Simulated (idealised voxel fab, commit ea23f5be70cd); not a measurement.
Documented hereafter: the process module known as voxel self aligned vias.
Displayed cross-section: cut, width of 185 nm, square cells sized 5 nm.
A cross-section is written here as square cells arranged in a grid, and it is given in bands from the top down, each band taking up one or more rows of cells. Basically the band line says how high the top is and how high the bottom is, in nm, and then what's in it from left to right, every material with its width in nm. Empty space shows up as "air", and if a single material carries "full width" it runs the full band edge to edge. Basically, 0 is our baseline, since under it the wafer straight out of the box is all one material. The bottom band has no lower end and keeps on going down, so it looks like "0 -> down". The notation "30..40" denotes a width that varies across the rows of cells in the band, beginning at the first number in the top row, finishing at the second number in the bottom row, and changing by an identical amount from each row to the next. Basically "remains unaltered" means that step didn't change any cell in the cross-section. Entry "Voids, fully enclosed" = empty spaces >= 8 cells with no open way to the top; each as width x height at distance, distance from left edge, all nm. Step line, after settings: the simulator's comment on this step. Regarding "overlay nm": on a step with a mask, it is the distance the mask lay to the right of its planned place; a negative value places it to the left.
Set out below are the planned steps of the process:
1 RECEIVE with material Si
2 CONFORMAL_DEP with material SiO2, thk nm 10
3 CONFORMAL_DEP with material SiCN, thk nm 5
4 DIRECTIONAL_DEP with material SiO2, thk nm 25
5 PATTERN with tone open, mask id LINES, material resist, width nm 25, pitch nm 55, thk nm 20, overlay nm 0
6 DIRECTIONAL_ETCH with etch materials SiO2, depth nm 25
7 STRIP with etch materials resist
8 CONFORMAL_DEP with material TiN, thk nm 5
9 FILL_DEP with material Ru, thk nm 5
10 CMP with height nm 40
11 SELECTIVE_ETCH with etch materials W Ru TiN, depth nm 5
12 FILL_DEP with material SiN, thk nm 5
13 CMP with height nm 40
14 DIRECTIONAL_DEP with material SiO2, thk nm 15
15 DIRECTIONAL_DEP with material aC, thk nm 10
16 PATTERN with tone open, mask id VIAS, material resist, width nm 25, thk nm 30, overlay nm 0
17 DIRECTIONAL_ETCH with etch materials aC, depth nm 10
18 STRIP with etch materials resist
19 DIRECTIONAL_ETCH with etch materials SiO2, depth nm 15
20 DIRECTIONAL_ETCH with etch materials SiN, depth nm 5
21 STRIP with etch materials aC
22 CONFORMAL_DEP with material TiN, thk nm 5
23 FILL_DEP with material Cu, thk nm 5
24 CMP with height nm 55
25 CONFORMAL_DEP with material SiN, thk nm 5
The plan's step 16 width nm is the first wafer's value; the wafers differ in this setting and start identical.
Cross-section of the first incoming wafer of several, state after step 1:
* 0 -> down: Si full width
* Voids, fully enclosed: none
Once step 25, the last step, is complete, the module is at its end; this is the cross-section of the first of several wafers:
* 60 -> 55: SiN full width
* 55 -> 40: 50 SiO2 | 5 TiN | 15 Cu | 5 TiN | 110 SiO2
* 40 -> 35: 50 SiO2 | 25 TiN | 30 SiO2 | 25 SiN | 55 SiO2
* 35 -> 20: 50 SiO2 | 5 TiN | 15 Ru | 5 TiN | 30 SiO2 | 5 TiN | 15 Ru | 5 TiN | 55 SiO2
* 20 -> 15: 50 SiO2 | 25 TiN | 30 SiO2 | 25 TiN | 55 SiO2
* 15 -> 10: SiCN full width
* 10 -> 0: SiO2 full width
* 0 -> down: Si full width
* Voids, fully enclosed: none
last wafer at the end:
* 60 -> 55: SiN full width
* 55 -> 45: 40 SiO2 | 5 TiN | 40 Cu | 5 TiN | 95 SiO2
* 45 -> 40: 40 SiO2 | 15 TiN | 15 Cu | 20 TiN | 95 SiO2
* 40 -> 35: 50 SiO2 | 25 TiN | 30 SiO2 | 25 SiN | 55 SiO2
* 35 -> 20: 50 SiO2 | 5 TiN | 15 Ru | 5 TiN | 30 SiO2 | 5 TiN | 15 Ru | 5 TiN | 55 SiO2
* 20 -> 15: 50 SiO2 | 25 TiN | 30 SiO2 | 25 TiN | 55 SiO2
* 15 -> 10: SiCN full width
* 10 -> 0: SiO2 full width
* 0 -> down: Si full width
* Voids, fully enclosed: none
For your reference, the table is organized with a row per wafer; each row reflects the wafer at the end of the module, indicating for each material the cells gained (+) or lost (-) since receipt, and thereafter its closed voids:
width nm 25 | +9 Cu | +18 Ru | +37 SiCN | +42 SiN | +305 SiO2 | +33 TiN | Voids, fully enclosed: none
width nm 30 | +11 Cu | +18 Ru | +37 SiCN | +42 SiN | +302 SiO2 | +34 TiN | Voids, fully enclosed: none
width nm 35 | +13 Cu | +18 Ru | +37 SiCN | +42 SiN | +299 SiO2 | +35 TiN | Voids, fully enclosed: none
width nm 40 | +15 Cu | +18 Ru | +37 SiCN | +42 SiN | +296 SiO2 | +36 TiN | Voids, fully enclosed: none
width nm 45 | +17 Cu | +18 Ru | +37 SiCN | +42 SiN | +293 SiO2 | +37 TiN | Voids, fully enclosed: none
width nm 50 | +19 Cu | +18 Ru | +37 SiCN | +42 SiN | +290 SiO2 | +38 TiN | Voids, fully enclosed: none
